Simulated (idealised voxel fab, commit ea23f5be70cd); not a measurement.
The process module that follows is named voxel wiring stack.
The cross-section shown here is cut; it is 280 nm wide and divided into square cells measuring 5 nm on a side.
How to read a cross-section here: the picture is a grid of square cells, written as bands going from the top down, and any band can span one or more rows of cells. What a band's entry tells you: where the top is and where the bottom is, as heights in nm, and after that what lies inside, material by material from left to right, each with its width in nm. Empty space is written as the word "empty", and a single material marked with the word "full width" occupies the band from edge to edge. Counting heights begins at 0, where everything beneath is, in the wafer as received, one material. The lowest band has no bottom; it goes on downwards, as "0 and below" shows. The width entry "30..40" should be interpreted row by row: the top row of cells in the band takes the first number, the bottom row takes the second number, and the change between adjacent rows is uniform throughout. "all unchanged", as given for a step, is the statement that not any cell of the cross-section underwent a change during that step. The list in "Fully sealed cavities" covers empty spaces of 8 cells or more that cannot reach the top through any open way, and it gives each as width x height at distance; the distance is from the left edge, and width, height and distance are in nm. Past the settings on a step's line: simulator remark, on that step. When a step includes a mask, the "overlay nm" setting on its line states how far to the right of its planned place that mask lay, and negative values state how far to the left.
So here's the lineup of process steps we planned:
- 1: RECEIVE with material Si
- 2: CONFORMAL_DEP with material SiO2, thk nm 10
- 3: CONFORMAL_DEP with material SiN, thk nm 5
- 4: DIRECTIONAL_DEP with material lowk, thk nm 15
- 5: PATTERN with tone open, mask id METAL_1, material resist, width nm 20, pitch nm 35, thk nm 15, overlay nm 0
- 6: DIRECTIONAL_ETCH with etch materials lowk, depth nm 15
- 7: DIRECTIONAL_ETCH with etch materials SiN, depth nm 5
- 8: STRIP with etch materials resist
- 9: CONFORMAL_DEP with material TiN, thk nm 5
- 10: FILL_DEP with material Ru, thk nm 5
- 11: CMP with height nm 30
- 12: CONFORMAL_DEP with material SiCN, thk nm 5
- 13: DIRECTIONAL_DEP with material lowk, thk nm 30
- 14: PATTERN with tone open, mask id METAL_2_HOLES, material resist, width nm 15, pitch nm 35, thk nm 20, overlay nm 0
- 15: DIRECTIONAL_ETCH with etch materials lowk, depth nm 30
- 16: STRIP with etch materials resist
- 17: DIRECTIONAL_DEP with material aC, thk nm 10
- 18: PATTERN with tone open, mask id METAL_2, material resist, width nm 20, pitch nm 35, thk nm 30, overlay nm 0
- 19: DIRECTIONAL_ETCH with etch materials aC, depth nm 10
- 20: STRIP with etch materials resist
- 21: DIRECTIONAL_ETCH with etch materials lowk, depth nm 20
- 22: DIRECTIONAL_ETCH with etch materials SiCN, depth nm 5
- 23: STRIP with etch materials aC
- 24: CONFORMAL_DEP with material TiN, thk nm 5
- 25: FILL_DEP with material Cu, thk nm 10
- 26: CMP with height nm 65
- 27: CONFORMAL_DEP with material SiCN, thk nm 5
- 28: DIRECTIONAL_DEP with material SiO2, thk nm 15
- 29: MASKED_ETCH with tone open, mask id PLUG_2, width nm 15, pitch nm 35, etch materials SiO2, depth nm 15, overlay nm 0
- 30: MASKED_ETCH with tone open, mask id PLUG_2, width nm 15, pitch nm 35, etch materials SiCN, depth nm 5, overlay nm 0
- 31: CONFORMAL_DEP with material TiN, thk nm 5
- 32: FILL_DEP with material W, thk nm 5
- 33: CMP with height nm 85
- 34: CONFORMAL_DEP with material SiN, thk nm 5
- 35: DIRECTIONAL_DEP with material SiO2, thk nm 15
- 36: MASKED_ETCH with tone open, mask id METAL_3, width nm 20, pitch nm 35, etch materials SiO2, depth nm 15, overlay nm 0
- 37: MASKED_ETCH with tone open, mask id METAL_3, width nm 20, pitch nm 35, etch materials SiN, depth nm 5, overlay nm 0
- 38: CONFORMAL_DEP with material TiN, thk nm 5
- 39: FILL_DEP with material Ru, thk nm 10
- 40: CMP with height nm 105
- 41: CONFORMAL_DEP with material SiCN, thk nm 5
- 42: DIRECTIONAL_DEP with material lowk, thk nm 30
- 43: MASKED_ETCH with tone open, mask id METAL_4, width nm 20, pitch nm 35, etch materials lowk, depth nm 15, overlay nm 0
- 44: MASKED_ETCH with tone open, mask id METAL_4_HOLES, width nm 15, pitch nm 70, etch materials lowk, depth nm 15, overlay nm 0
- 45: MASKED_ETCH with tone open, mask id METAL_4_HOLES, width nm 15, pitch nm 70, etch materials SiCN, depth nm 5, overlay nm 0
- 46: CONFORMAL_DEP with material TiN, thk nm 5
- 47: FILL_DEP with material Ru, thk nm 5
- 48: CMP with height nm 140
- 49: CONFORMAL_DEP with material SiN, thk nm 5
The value of thk nm given for step 12 in the plan refers to the first wafer; the wafers vary in this setting and are alike at the start.
The first of several wafers as received, shown in cross-section; this is its state after step 1:
- 0 and below | Si full width
- Fully sealed cavities: none
Quick key for the table: a row per wafer, taken at the end of the module. For each material it tells you how many cells the wafer gained (+) or lost (-) since it came in, and the closed voids come after:
thk nm 5, +27 Cu, +56 Ru, +144 SiCN, +144 SiN, +385 SiO2, +175 TiN, +9 W, +684 lowk, Fully sealed cavities: none
thk nm 10, +21 Cu, +56 Ru, +200 SiCN, +144 SiN, +385 SiO2, +169 TiN, +9 W, +640 lowk, Fully sealed cavities: none
thk nm 15, +15 Cu, +56 Ru, +256 SiCN, +144 SiN, +385 SiO2, +163 TiN, +9 W, +596 lowk, Fully sealed cavities: none
thk nm 20, +9 Cu, +56 Ru, +312 SiCN, +144 SiN, +385 SiO2, +157 TiN, +9 W, +552 lowk, Fully sealed cavities: none
